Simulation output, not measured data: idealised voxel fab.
Module name: voxel transistor to metal (process module)
cross-section cut | 295 nm wide | cells 5 nm
Cross-section layout: square cells on a grid; listed as bands, top to bottom; a band spans one or more cell rows. Band: top height; bottom height; in nm. Then, left to right: material with width in nm, for each material. "full width": a single material spanning edge to edge. "air": empty space. It should be noted that heights are counted from 0, beneath which the wafer as supplied is of one material throughout, and that the lowest band possesses no lower boundary but continues downward, as written in "0 and below". Width spec "30 to 40" -> top row of cells at first value, bottom row at second value, equal per-row change in between. It should be understood that the words "nothing got changed", when stated for a given step, signify that the cross-section underwent no change in any of its cells during that step. Empty spaces counting at least 8 cells and having no open way to the top are listed in "Fully sealed voids". The notation width x height at distance is used for each, the distance being from the left edge and all three values in nm. Heads up: the bit after the settings on a step's line is the simulator's remark on that step. On any step carrying a mask, the "overlay nm" setting, if present on the step's line, tells how far right of its planned place the mask lay; negative values point to the left.
The steps planned for the process are as follows
- 1: RECEIVE (material Si)
- 2: CONFORMAL_DEP (material SiO2; thk nm 5)
- 3: CONFORMAL_DEP (material SiN; thk nm 10)
- 4: MASKED_ETCH (tone cover; mask id ACTIVE; width nm 115; pitch nm 145; etch materials SiN; depth nm 10; overlay nm 0)
- 5: MASKED_ETCH (tone cover; mask id ACTIVE; width nm 115; pitch nm 145; etch materials SiO2; depth nm 5; overlay nm 0)
- 6: MASKED_ETCH (tone cover; mask id ACTIVE; width nm 115; pitch nm 145; etch materials Si; depth nm 30; overlay nm 0)
- 7: OXIDIZE (depth nm 5)
- 8: FILL_DEP (material SiO2; thk nm 5)
- 9: CMP (height nm 15)
- 10: SELECTIVE_ETCH (etch materials SiO2; depth nm 10)
- 11: STRIP (etch materials SiN)
- 12: SELECTIVE_ETCH (etch materials SiO2; depth nm 5)
- 13: OXIDIZE (depth nm 5)
- 14: DIRECTIONAL_DEP (material polySi; thk nm 25)
- 15: DIRECTIONAL_DEP (material SiCN; thk nm 15)
- 16: PATTERN (tone cover; mask id GATE; material resist; width nm 35; pitch nm 145; thk nm 15; overlay nm 0)
- 17: DIRECTIONAL_ETCH (etch materials SiCN; depth nm 25)
- 18: DIRECTIONAL_ETCH (etch materials polySi; depth nm 35)
- 19: STRIP (etch materials resist)
- 20: CONFORMAL_DEP (material SiO2; thk nm 5)
- 21: DIRECTIONAL_ETCH (etch materials SiO2; depth nm 5)
- 22: CONFORMAL_DEP (material SiN; thk nm 5)
- 23: DIRECTIONAL_ETCH (etch materials SiN; depth nm 5)
- 24: DIRECTIONAL_ETCH (etch materials SiO2; depth nm 5)
- 25: EPI (material pSi; thk nm 5)
- 26: FILL_DEP (material SiO2; thk nm 10)
- 27: CMP (height nm 25)
- 28: STRIP (etch materials polySi)
- 29: SELECTIVE_ETCH (etch materials SiO2; depth nm 5)
- 30: CONFORMAL_DEP (material HfO2; thk nm 5)
- 31: CONFORMAL_DEP (material TiN; thk nm 5)
- 32: FILL_DEP (material W; thk nm 10)
- 33: CMP (height nm 20)
- 34: DIRECTIONAL_DEP (material SiO2; thk nm 15)
- 35: PATTERN (tone open; mask id CONTACT; material resist; width nm 15; thk nm 15; overlay nm -5)
- 36: DIRECTIONAL_ETCH (etch materials SiO2; depth nm 35)
- 37: STRIP (etch materials resist)
- 38: CONFORMAL_DEP (material TiN; thk nm 5)
- 39: FILL_DEP (material W; thk nm 5)
- 40: CMP (height nm 35)
- 41: CONFORMAL_DEP (material SiN; thk nm 5)
- 42: DIRECTIONAL_DEP (material lowk; thk nm 15)
- 43: MASKED_ETCH (tone open; mask id METAL_1; width nm 15; etch materials lowk; depth nm 15; overlay nm 0)
- 44: MASKED_ETCH (tone open; mask id METAL_1; width nm 15; etch materials SiN; depth nm 5; overlay nm 0)
- 45: CONFORMAL_DEP (material TiN; thk nm 5)
- 46: FILL_DEP (material Ru; thk nm 5)
- 47: CMP (height nm 55)
- 48: EPI (material Ru; thk nm 5)
- 49: FILL_DEP (material SiCN; thk nm 5)
- 50: DIRECTIONAL_DEP (material SiO2; thk nm 35)
- 51: MASKED_ETCH (tone open; mask id METAL_2; width nm 15; pitch nm 145; etch materials SiO2; depth nm 20; overlay nm 0)
- 52: PATTERN (tone open; mask id METAL_2_HOLES; material resist; width nm 15; pitch nm 145; thk nm 15; overlay nm 0)
- 53: DIRECTIONAL_ETCH (etch materials SiO2; depth nm 15)
- 54: DIRECTIONAL_ETCH (etch materials SiCN; depth nm 5)
- 55: STRIP (etch materials resist)
- 56: CONFORMAL_DEP (material TiN; thk nm 5)
- 57: FILL_DEP (material Cu; thk nm 10)
- 58: CMP (height nm 100)
- 59: CONFORMAL_DEP (material SiCN; thk nm 5)
The wafers are alike at the start. At step 35, their overlay nm differs. The plan lists the first wafer's value.
The first of several wafers in cross-section, exactly as it reached us after step 1
- 0 and below = Si full width
- Fully sealed voids: none
Tabulated below, wafer by wafer, are the end-of-module results: for each material, the number of cells gained (+) or lost (-) relative to the as-received state, followed by the closed voids
overlay nm -5, +14 Cu, +34 HfO2, +32 Ru, -161 Si, +151 SiCN, +63 SiN, +731 SiO2, +156 TiN, +54 W, +141 lowk, +24 pSi, Fully sealed voids: none
overlay nm 0, +14 Cu, +34 HfO2, +32 Ru, -161 Si, +151 SiCN, +63 SiN, +731 SiO2, +156 TiN, +54 W, +141 lowk, +24 pSi, Fully sealed voids: none
overlay nm 5, +14 Cu, +34 HfO2, +32 Ru, -161 Si, +151 SiCN, +63 SiN, +731 SiO2, +156 TiN, +54 W, +141 lowk, +24 pSi, Fully sealed voids: none
overlay nm 10, +14 Cu, +34 HfO2, +32 Ru, -161 Si, +151 SiCN, +63 SiN, +731 SiO2, +156 TiN, +54 W, +141 lowk, +24 pSi, Fully sealed voids: none
